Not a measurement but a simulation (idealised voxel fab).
Module name: voxel spacer lines (process module)
The width of the displayed cross-section, cut, is 225 nm; its cells are square, with a size of 5 nm.
Format of a cross-section: grid, square cells. Given as bands. Order: top down. Band: one or more rows of cells.
Top, bottom (nm), then materials left to right with widths (nm); lone material tagged "throughout" fills the whole band edge to edge; "empty" = empty space.
Heights are reckoned from 0. Under this level, the received wafer is all of one material. The bottommost band is open-ended downward, for example "from 0 down".
A width given as "30..40" starts at the first number in the band's top row and ends at the second number in its bottom row, shifting by an equal amount at every step from row to row.
Where a step carries "no alterations made", the cross-section came out of it unchanged, cell for cell.
"Completely enclosed voids" lists enclosed empty spaces (at least 8 cells, no open path upward to the top), each as width x height at distance from the left edge, in nm.
Whatever follows a step's settings on its line is a remark the simulator itself makes about that step.
On any step carrying a mask, the "overlay nm" setting, if present on the step's line, tells how far right of its planned place the mask lay; negative values point to the left.
## Planned process steps
1,RECEIVE: material Si
2,CONFORMAL_DEP: material Al2O3, thk nm 10
3,DIRECTIONAL_DEP: material TiN, thk nm 15
4,DIRECTIONAL_DEP: material polySi, thk nm 20
5,PATTERN: tone cover, mask id MANDREL, material resist, width nm 25, pitch nm 80, thk nm 30, overlay nm 0
6,DIRECTIONAL_ETCH: etch materials polySi, depth nm 20
7,STRIP: etch materials resist
8,CONFORMAL_DEP: material SiO2, thk nm 15
9,DIRECTIONAL_ETCH: etch materials SiO2, depth nm 15
10,STRIP: etch materials polySi
11,DIRECTIONAL_ETCH: etch materials TiN, depth nm 15
12,STRIP: etch materials SiO2
13,FILL_DEP: material lowk, thk nm 10
14,CMP: height nm 25
## The cross-section here shows the wafer as received, i.e. in its state after step 1
> from 0 down: Si throughout
> Completely enclosed voids: none
## The module was run from the start shown above using the plan shown above, but one mistake was made doing it; the resulting wafer cross-section is below
> from 20 to 10: 45 lowk, 15 TiN, 25 lowk, 15 TiN, 25 lowk, 15 TiN, 25 lowk, 15 TiN, 45 lowk
> from 10 to 0: Al2O3 throughout
> from 0 down: Si throughout
> Completely enclosed voids: none
what went wrong: step 14 did not happen as planned, as run it was CMP: height nm 20
